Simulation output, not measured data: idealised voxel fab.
Name of the process module below: voxel ribs on slabs
Cross-sectional view cut (width: 160 nm; square cell size: 5 nm).
Cross-section, as written here: a square-cell grid given band by band from the top down, where a band holds one or more rows of cells.
Look at the band entry: it leads with the top's height and the bottom's height in nm. Then it lists the materials left to right, with a width in nm for each. The word "throughout" on a single material says that material fills the band edge to edge. The word "blank" is empty space.
Beneath 0, the wafer as received is one material, and that level is where height counting begins. The lowest band goes on downward without a bottom; it is written like "0 nm and below".
Read "30 to 40" as a graded width: first number on top, second number at the bottom, same change between each pair of neighbouring rows.
Basically "no alterations made" means that step didn't change any cell in the cross-section.
Heads up: "Enclosed void list" only lists the empty pockets with no open path to the top that are 8 cells or more, and it writes them as width x height at distance, distance from the left edge, in nm.
The remark found on a step's line after its settings is issued by the simulator itself and pertains to that step.
A step's line can hold "overlay nm"; with a mask on that step, the setting says how far right of the planned place the mask lay, while a negative setting says it lay to the left.

### Steps in the process plan
1) RECEIVE with material Si
2) DIRECTIONAL_DEP with material SiO2, thk nm 20
3) DIRECTIONAL_DEP with material SiN, thk nm 20
4) MASKED_ETCH with tone cover, mask id RIB, width nm 25, etch materials SiN, depth nm 10, overlay nm 0
5) PATTERN with tone cover, mask id SLAB, material resist, width nm 65, thk nm 20, overlay nm 0
6) DIRECTIONAL_ETCH with etch materials SiN, depth nm 10
7) STRIP with etch materials resist
8) FILL_DEP with material SiO2, thk nm 20
9) CMP with height nm 50
10) DIRECTIONAL_DEP with material TiN, thk nm 10
11) MASKED_ETCH with tone cover, mask id HEATER, width nm 25, etch materials TiN, depth nm 10, overlay nm 0
12) CONFORMAL_DEP with material SiN, thk nm 5
The wafers are alike at the start. At step 11, their width nm differs. The plan lists the first wafer's value.

### First of several wafers, received after step 1, in cross-section
	0 nm and below | Si throughout
	Enclosed void list: none

### Here is how to read the rows: every wafer has a row, and it shows the wafer at the end of the module, giving for each material how many cells were gained (+) or lost (-) since the wafer was received, then listing its closed voids
width nm 25, +72 SiN, +284 SiO2, +10 TiN, Enclosed void list: none
width nm 30, +72 SiN, +284 SiO2, +12 TiN, Enclosed void list: none
width nm 35, +72 SiN, +284 SiO2, +14 TiN, Enclosed void list: none
width nm 40, +72 SiN, +284 SiO2, +16 TiN, Enclosed void list: none
width nm 45, +72 SiN, +284 SiO2, +18 TiN, Enclosed void list: none
width nm 50, +72 SiN, +284 SiO2, +20 TiN, Enclosed void list: none
